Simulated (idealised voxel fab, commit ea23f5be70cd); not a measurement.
The process module that follows is named voxel wiring stack.
Each square cell in cross-section cut measures 5 nm, and the section as a whole is 225 nm wide.
Each cross-section below is a grid of square cells, stated as bands in top-down order, with one or more rows of cells making up each band.
This entry defines a band. It first specifies the height of the band's top and the height of its bottom in nm, and then specifies the band's materials from left to right, stating each material with its width in nm. The word "edge to edge" identifies a single material that fills the band from edge to edge, while the word "empty" identifies empty space.
Height datum 0, below which the as-received substrate wafer is one material. Lowest band open at the bottom, running downward: "0..down".
The width entry "30 to 40" should be interpreted row by row: the top row of cells in the band takes the first number, the bottom row takes the second number, and the change between adjacent rows is uniform throughout.
Key: "nothing altered" - step with no changed cell in the cross-section.
In "Closed void listing" the enclosed voids are listed, meaning empty spaces of 8 cells or larger without any opening to the top. The form is width x height at distance, distance from the left edge, units nm.
Text after the settings on a step's line: the simulator's own remark on that step.
overlay nm: mask offset rightward from planned place, masked step; negative means leftward offset.
Steps planned for the process
step 1: RECEIVE, material Si
step 2: CONFORMAL_DEP, material SiO2, thk nm 10
step 3: DIRECTIONAL_DEP, material TiN, thk nm 5
step 4: DIRECTIONAL_DEP, material Ru, thk nm 15
step 5: PATTERN, tone cover, mask id METAL_1, material resist, width nm 25, pitch nm 45, thk nm 20, overlay nm 0
step 6: DIRECTIONAL_ETCH, etch materials Ru, depth nm 15
step 7: DIRECTIONAL_ETCH, etch materials TiN, depth nm 5
step 8: STRIP, etch materials resist
step 9: FILL_DEP, material lowk, thk nm 5
step 10: CMP, height nm 30
step 11: CONFORMAL_DEP, material SiCN, thk nm 5
step 12: DIRECTIONAL_DEP, material lowk, thk nm 30
step 13: MASKED_ETCH, tone open, mask id METAL_2_HOLES, width nm 15, pitch nm 45, etch materials lowk, depth nm 30, overlay nm 0
step 14: MASKED_ETCH, tone open, mask id METAL_2, width nm 25, pitch nm 45, etch materials lowk, depth nm 20, overlay nm 0
step 15: MASKED_ETCH, tone open, mask id METAL_2, width nm 25, pitch nm 45, etch materials SiCN, depth nm 5, overlay nm 0
step 16: CONFORMAL_DEP, material TiN, thk nm 5
step 17: FILL_DEP, material Cu, thk nm 5
step 18: CMP, height nm 65
step 19: CONFORMAL_DEP, material SiN, thk nm 5
The first of two wafers, run as planned
Step 1 complete: cross-section of the wafer as received
0..down = Si edge to edge
Closed void listing: none
Take a look at the wafer's cross-section after step 2
10..0 = SiO2 edge to edge
Note: structure below 0 unchanged.
Take a look at the wafer's cross-section after step 3
15..10 = TiN edge to edge
Note: structure below 10 unchanged.
Take a look at the wafer's cross-section after step 4
30..15 = Ru edge to edge
Note: structure below 15 unchanged.
Take a look at the wafer's cross-section after step 5
50..30 = empty 55 nm / resist 25 nm / empty 20 nm / resist 25 nm / empty 20 nm / resist 25 nm / empty 55 nm
Note: structure below 30 unchanged.
Take a look at the wafer's cross-section after step 6
50..30 = empty 55 nm / resist 25 nm / empty 20 nm / resist 25 nm / empty 20 nm / resist 25 nm / empty 55 nm
30..15 = empty 55 nm / Ru 25 nm / empty 20 nm / Ru 25 nm / empty 20 nm / Ru 25 nm / empty 55 nm
Note: structure below 15 unchanged.
Take a look at the wafer's cross-section after step 7
50..30 = empty 55 nm / resist 25 nm / empty 20 nm / resist 25 nm / empty 20 nm / resist 25 nm / empty 55 nm
30..15 = empty 55 nm / Ru 25 nm / empty 20 nm / Ru 25 nm / empty 20 nm / Ru 25 nm / empty 55 nm
15..10 = empty 55 nm / TiN 25 nm / empty 20 nm / TiN 25 nm / empty 20 nm / TiN 25 nm / empty 55 nm
Note: structure below 10 unchanged.
Take a look at the wafer's cross-section after step 8
30..15 = empty 55 nm / Ru 25 nm / empty 20 nm / Ru 25 nm / empty 20 nm / Ru 25 nm / empty 55 nm
Note: structure below 15 unchanged.
Take a look at the wafer's cross-section after step 9
35..30 = lowk edge to edge
30..15 = lowk 55 nm / Ru 25 nm / lowk 20 nm / Ru 25 nm / lowk 20 nm / Ru 25 nm / lowk 55 nm
15..10 = lowk 55 nm / TiN 25 nm / lowk 20 nm / TiN 25 nm / lowk 20 nm / TiN 25 nm / lowk 55 nm
Note: structure below 10 unchanged.
Take a look at the wafer's cross-section after step 10
30..15 = lowk 55 nm / Ru 25 nm / lowk 20 nm / Ru 25 nm / lowk 20 nm / Ru 25 nm / lowk 55 nm
Note: structure below 15 unchanged.
Take a look at the wafer's cross-section after step 11
35..30 = SiCN edge to edge
Note: structure below 30 unchanged.
Take a look at the wafer's cross-section after step 12
65..35 = lowk edge to edge
Note: structure below 35 unchanged.
Take a look at the wafer's cross-section after step 13
65..35 = lowk 55 nm / empty 15 nm / lowk 30 nm / empty 15 nm / lowk 30 nm / empty 15 nm / lowk 65 nm
Note: structure below 35 unchanged.
Take a look at the wafer's cross-section after step 14
65..45 = lowk 55 nm / empty 25 nm / lowk 20 nm / empty 25 nm / lowk 20 nm / empty 25 nm / lowk 55 nm
Note: structure below 45 unchanged.
Take a look at the wafer's cross-section after step 15
65..45 = lowk 55 nm / empty 25 nm / lowk 20 nm / empty 25 nm / lowk 20 nm / empty 25 nm / lowk 55 nm
45..35 = lowk 55 nm / empty 15 nm / lowk 30 nm / empty 15 nm / lowk 30 nm / empty 15 nm / lowk 65 nm
35..30 = SiCN 55 nm / empty 15 nm / SiCN 30 nm / empty 15 nm / SiCN 30 nm / empty 15 nm / SiCN 65 nm
Note: structure below 30 unchanged.
Take a look at the wafer's cross-section after step 16
70..65 = TiN 60 nm / empty 15 nm / TiN 30 nm / empty 15 nm / TiN 30 nm / empty 15 nm / TiN 60 nm
65..50 = lowk 55 nm / TiN 5 nm / empty 15 nm / TiN 5 nm / lowk 20 nm / TiN 5 nm / empty 15 nm / TiN 5 nm / lowk 20 nm / TiN 5 nm / empty 15 nm / TiN 5 nm / lowk 55 nm
50..45 = lowk 55 nm / TiN 5 nm / empty 5 nm / TiN 15 nm / lowk 20 nm / TiN 5 nm / empty 5 nm / TiN 15 nm / lowk 20 nm / TiN 5 nm / empty 5 nm / TiN 15 nm / lowk 55 nm
45..35 = lowk 55 nm / TiN 5 nm / empty 5 nm / TiN 5 nm / lowk 30 nm / TiN 5 nm / empty 5 nm / TiN 5 nm / lowk 30 nm / TiN 5 nm / empty 5 nm / TiN 5 nm / lowk 65 nm
35..30 = SiCN 55 nm / TiN 15 nm / SiCN 30 nm / TiN 15 nm / SiCN 30 nm / TiN 15 nm / SiCN 65 nm
Note: structure below 30 unchanged.
Take a look at the wafer's cross-section after step 17
75..70 = Cu edge to edge
70..65 = TiN 60 nm / Cu 15 nm / TiN 30 nm / Cu 15 nm / TiN 30 nm / Cu 15 nm / TiN 60 nm
65..50 = lowk 55 nm / TiN 5 nm / Cu 15 nm / TiN 5 nm / lowk 20 nm / TiN 5 nm / Cu 15 nm / TiN 5 nm / lowk 20 nm / TiN 5 nm / Cu 15 nm / TiN 5 nm / lowk 55 nm
50..45 = lowk 55 nm / TiN 5 nm / Cu 5 nm / TiN 15 nm / lowk 20 nm / TiN 5 nm / Cu 5 nm / TiN 15 nm / lowk 20 nm / TiN 5 nm / Cu 5 nm / TiN 15 nm / lowk 55 nm
45..35 = lowk 55 nm / TiN 5 nm / Cu 5 nm / TiN 5 nm / lowk 30 nm / TiN 5 nm / Cu 5 nm / TiN 5 nm / lowk 30 nm / TiN 5 nm / Cu 5 nm / TiN 5 nm / lowk 65 nm
Note: structure below 35 unchanged.
Take a look at the wafer's cross-section after step 18
65..50 = lowk 55 nm / TiN 5 nm / Cu 15 nm / TiN 5 nm / lowk 20 nm / TiN 5 nm / Cu 15 nm / TiN 5 nm / lowk 20 nm / TiN 5 nm / Cu 15 nm / TiN 5 nm / lowk 55 nm
Note: structure below 50 unchanged.
Take a look at the wafer's cross-section after step 19
70..65 = SiN edge to edge
Note: structure below 65 unchanged.
The second wafer: identical to the first at the outset and in its planned sequence, differing only in that one mistake was made during processing; up to and including step 2, its path is the first wafer's path
Cross-sectional representation of the second wafer at the time designated in the plan for the completion of step 3: nothing altered
Cross-sectional representation of the second wafer at the time designated in the plan for the completion of step 4
25..10 = Ru edge to edge
Note: structure below 10 unchanged.
Cross-sectional representation of the second wafer at the time designated in the plan for the completion of step 5
45..25 = empty 55 nm / resist 25 nm / empty 20 nm / resist 25 nm / empty 20 nm / resist 25 nm / empty 55 nm
Note: structure below 25 unchanged.
Cross-sectional representation of the second wafer at the time designated in the plan for the completion of step 6
45..25 = empty 55 nm / resist 25 nm / empty 20 nm / resist 25 nm / empty 20 nm / resist 25 nm / empty 55 nm
25..10 = empty 55 nm / Ru 25 nm / empty 20 nm / Ru 25 nm / empty 20 nm / Ru 25 nm / empty 55 nm
Note: structure below 10 unchanged.
Cross-sectional representation of the second wafer at the time designated in the plan for the completion of step 7: nothing altered
Cross-sectional representation of the second wafer at the time designated in the plan for the completion of step 8
25..10 = empty 55 nm / Ru 25 nm / empty 20 nm / Ru 25 nm / empty 20 nm / Ru 25 nm / empty 55 nm
Note: structure below 10 unchanged.
Cross-sectional representation of the second wafer at the time designated in the plan for the completion of step 9
30..25 = lowk edge to edge
25..10 = lowk 55 nm / Ru 25 nm / lowk 20 nm / Ru 25 nm / lowk 20 nm / Ru 25 nm / lowk 55 nm
Note: structure below 10 unchanged.
Cross-sectional representation of the second wafer at the time designated in the plan for the completion of step 10: nothing altered
Cross-sectional representation of the second wafer at the time designated in the plan for the completion of step 11
35..30 = SiCN edge to edge
Note: structure below 30 unchanged.
Cross-sectional representation of the second wafer at the time designated in the plan for the completion of step 12
65..35 = lowk edge to edge
Note: structure below 35 unchanged.
Cross-sectional representation of the second wafer at the time designated in the plan for the completion of step 13
65..35 = lowk 55 nm / empty 15 nm / lowk 30 nm / empty 15 nm / lowk 30 nm / empty 15 nm / lowk 65 nm
Note: structure below 35 unchanged.
Cross-sectional representation of the second wafer at the time designated in the plan for the completion of step 14
65..45 = lowk 55 nm / empty 25 nm / lowk 20 nm / empty 25 nm / lowk 20 nm / empty 25 nm / lowk 55 nm
Note: structure below 45 unchanged.
Cross-sectional representation of the second wafer at the time designated in the plan for the completion of step 15
65..45 = lowk 55 nm / empty 25 nm / lowk 20 nm / empty 25 nm / lowk 20 nm / empty 25 nm / lowk 55 nm
45..35 = lowk 55 nm / empty 15 nm / lowk 30 nm / empty 15 nm / lowk 30 nm / empty 15 nm / lowk 65 nm
35..30 = SiCN 55 nm / empty 15 nm / SiCN 30 nm / empty 15 nm / SiCN 30 nm / empty 15 nm / SiCN 65 nm
Note: structure below 30 unchanged.
Cross-sectional representation of the second wafer at the time designated in the plan for the completion of step 16
70..65 = TiN 60 nm / empty 15 nm / TiN 30 nm / empty 15 nm / TiN 30 nm / empty 15 nm / TiN 60 nm
65..50 = lowk 55 nm / TiN 5 nm / empty 15 nm / TiN 5 nm / lowk 20 nm / TiN 5 nm / empty 15 nm / TiN 5 nm / lowk 20 nm / TiN 5 nm / empty 15 nm / TiN 5 nm / lowk 55 nm
50..45 = lowk 55 nm / TiN 5 nm / empty 5 nm / TiN 15 nm / lowk 20 nm / TiN 5 nm / empty 5 nm / TiN 15 nm / lowk 20 nm / TiN 5 nm / empty 5 nm / TiN 15 nm / lowk 55 nm
45..35 = lowk 55 nm / TiN 5 nm / empty 5 nm / TiN 5 nm / lowk 30 nm / TiN 5 nm / empty 5 nm / TiN 5 nm / lowk 30 nm / TiN 5 nm / empty 5 nm / TiN 5 nm / lowk 65 nm
35..30 = SiCN 55 nm / TiN 15 nm / SiCN 30 nm / TiN 15 nm / SiCN 30 nm / TiN 15 nm / SiCN 65 nm
Note: structure below 30 unchanged.
Cross-sectional representation of the second wafer at the time designated in the plan for the completion of step 17
75..70 = Cu edge to edge
70..65 = TiN 60 nm / Cu 15 nm / TiN 30 nm / Cu 15 nm / TiN 30 nm / Cu 15 nm / TiN 60 nm
65..50 = lowk 55 nm / TiN 5 nm / Cu 15 nm / TiN 5 nm / lowk 20 nm / TiN 5 nm / Cu 15 nm / TiN 5 nm / lowk 20 nm / TiN 5 nm / Cu 15 nm / TiN 5 nm / lowk 55 nm
50..45 = lowk 55 nm / TiN 5 nm / Cu 5 nm / TiN 15 nm / lowk 20 nm / TiN 5 nm / Cu 5 nm / TiN 15 nm / lowk 20 nm / TiN 5 nm / Cu 5 nm / TiN 15 nm / lowk 55 nm
45..35 = lowk 55 nm / TiN 5 nm / Cu 5 nm / TiN 5 nm / lowk 30 nm / TiN 5 nm / Cu 5 nm / TiN 5 nm / lowk 30 nm / TiN 5 nm / Cu 5 nm / TiN 5 nm / lowk 65 nm
Note: structure below 35 unchanged.
Cross-sectional representation of the second wafer at the time designated in the plan for the completion of step 18
65..50 = lowk 55 nm / TiN 5 nm / Cu 15 nm / TiN 5 nm / lowk 20 nm / TiN 5 nm / Cu 15 nm / TiN 5 nm / lowk 20 nm / TiN 5 nm / Cu 15 nm / TiN 5 nm / lowk 55 nm
Note: structure below 50 unchanged.
Cross-sectional representation of the second wafer at the time designated in the plan for the completion of step 19
70..65 = SiN edge to edge
Note: structure below 65 unchanged.
What was done differently from what was planned? step 3 in the plan did not get run; it was skipped
Count the cells at the end and the second wafer has more or fewer of some materials than the first: TiN: 15 fewer; lowk: 15 more
